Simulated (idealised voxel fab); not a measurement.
The following process module bears the name voxel released beams.
The cross-section on display is named cut; it measures 245 nm wide, and its cells are 5 nm squares.
In what follows, cross-sections appear as grids of square cells, described through bands that run from the top down, where every band is one or more rows of cells.
It is stipulated that each band's entry specify, in nanometres, the height of the top of the band and then that of its bottom, followed by the materials of the band in left-to-right sequence, each together with its width in nanometres. A single material marked by the word "throughout" is understood to fill the band from edge to edge; the word "blank" is understood to denote empty space.
Heights are reckoned from 0. Under this level, the received wafer is all of one material. The bottommost band is open-ended downward, for example "0 nm and below".
Top row gets the first number, bottom row gets the second, and each row in between changes by the same step: that is how a band width like "30..40" works.
It should be understood that the words "all unchanged", when stated for a given step, signify that the cross-section underwent no change in any of its cells during that step.
Entry "Enclosed empty spaces". Content: empty spaces with no open connection to the top, size 8 cells or greater. Each: width x height at distance. Distance: from left edge. Unit: nm.
Text after the settings on a step's line: the simulator's own remark on that step.
overlay nm: where the mask lay relative to plan, measured to the right, on steps with a mask; negatives go left.

**The following list gives the planned process steps**
step 1: RECEIVE, material Si
step 2: CONFORMAL_DEP, material Al2O3, thk nm 5
step 3: DIRECTIONAL_DEP, material SiO2, thk nm 15
step 4: PATTERN, tone open, mask id ANCHOR, material resist, width nm 45, thk nm 15, overlay nm 0
step 5: DIRECTIONAL_ETCH, etch materials SiO2, depth nm 15
step 6: STRIP, etch materials resist
step 7: CONFORMAL_DEP, material W, thk nm 15
step 8: PATTERN, tone cover, mask id BEAM, material resist, width nm 105, thk nm 20, overlay nm 0
step 9: DIRECTIONAL_ETCH, etch materials W, depth nm 15
step 10: STRIP, etch materials resist
step 11: STRIP, etch materials SiO2

**First of two wafers: run as planned**

**Wafer cross-section on receipt, i.e. after step 1**
> 0 nm and below | Si throughout
> Enclosed empty spaces: none

**The following cross-section depicts the wafer upon completion of step 2**
> 5 nm to 0 nm | Al2O3 throughout
> Heights below 0 show no change.

**The following cross-section depicts the wafer upon completion of step 3**
> 20 nm to 5 nm | SiO2 throughout
> Heights below 5 show no change.

**The following cross-section depicts the wafer upon completion of step 4**
> 35 nm to 20 nm | 70 of resist; 45 of blank; 130 of resist
> Heights below 20 show no change.

**The following cross-section depicts the wafer upon completion of step 5**
> 35 nm to 20 nm | 70 of resist; 45 of blank; 130 of resist
> 20 nm to 5 nm | 70 of SiO2; 45 of blank; 130 of SiO2
> Heights below 5 show no change.

**The following cross-section depicts the wafer upon completion of step 6**
> 20 nm to 5 nm | 70 of SiO2; 45 of blank; 130 of SiO2
> Heights below 5 show no change.

**The following cross-section depicts the wafer upon completion of step 7**
> 35 nm to 20 nm | 85 of W; 15 of blank; 145 of W
> 20 nm to 5 nm | 70 of SiO2; 45 of W; 130 of SiO2
> Heights below 5 show no change.

**The following cross-section depicts the wafer upon completion of step 8**
> 55 nm to 35 nm | 65 of blank; 105 of resist; 75 of blank
> 35 nm to 20 nm | 85 of W; 15 of resist; 145 of W
> Heights below 20 show no change.

**The following cross-section depicts the wafer upon completion of step 9**
> 55 nm to 35 nm | 65 of blank; 105 of resist; 75 of blank
> 35 nm to 20 nm | 65 of blank; 20 of W; 15 of resist; 70 of W; 75 of blank
> Heights below 20 show no change.

**The following cross-section depicts the wafer upon completion of step 10**
> 35 nm to 20 nm | 65 of blank; 20 of W; 15 of blank; 70 of W; 75 of blank
> Heights below 20 show no change.

**The following cross-section depicts the wafer upon completion of step 11**
> 35 nm to 20 nm | 65 of blank; 20 of W; 15 of blank; 70 of W; 75 of blank
> 20 nm to 5 nm | 70 of blank; 45 of W; 130 of blank
> Heights below 5 show no change.

**Wafer two. Same start, same plan, one slip in execution. Same as wafer one through step 1, inclusive**

**Here is the second wafer in cross-section at the point where step 2 of the plan should have been done**
> 15 nm to 0 nm | SiO2 throughout
> Heights below 0 show no change.

**Here is the second wafer in cross-section at the point where step 3 of the plan should have been done**
> 20 nm to 15 nm | Al2O3 throughout
> Heights below 15 show no change.

**Here is the second wafer in cross-section at the point where step 4 of the plan should have been done**
> 35 nm to 20 nm | 70 of resist; 45 of blank; 130 of resist
> Heights below 20 show no change.

Here is the second wafer in cross-section at the point where step 5 of the plan should have been done: all unchanged

**Here is the second wafer in cross-section at the point where step 6 of the plan should have been done**
> 20 nm to 15 nm | Al2O3 throughout
> Heights below 15 show no change.

**Here is the second wafer in cross-section at the point where step 7 of the plan should have been done**
> 35 nm to 20 nm | W throughout
> Heights below 20 show no change.

**Here is the second wafer in cross-section at the point where step 8 of the plan should have been done**
> 55 nm to 35 nm | 65 of blank; 105 of resist; 75 of blank
> Heights below 35 show no change.

**Here is the second wafer in cross-section at the point where step 9 of the plan should have been done**
> 55 nm to 35 nm | 65 of blank; 105 of resist; 75 of blank
> 35 nm to 20 nm | 65 of blank; 105 of W; 75 of blank
> Heights below 20 show no change.

**Here is the second wafer in cross-section at the point where step 10 of the plan should have been done**
> 35 nm to 20 nm | 65 of blank; 105 of W; 75 of blank
> Heights below 20 show no change.

Here is the second wafer in cross-section at the point where step 11 of the plan should have been done: all unchanged
The plan and the run diverged here: plan steps 2 and 3 run swapped
The final cell counts differ between the wafers, with the second having more or fewer of some materials than the first: SiO2 +147, W -18
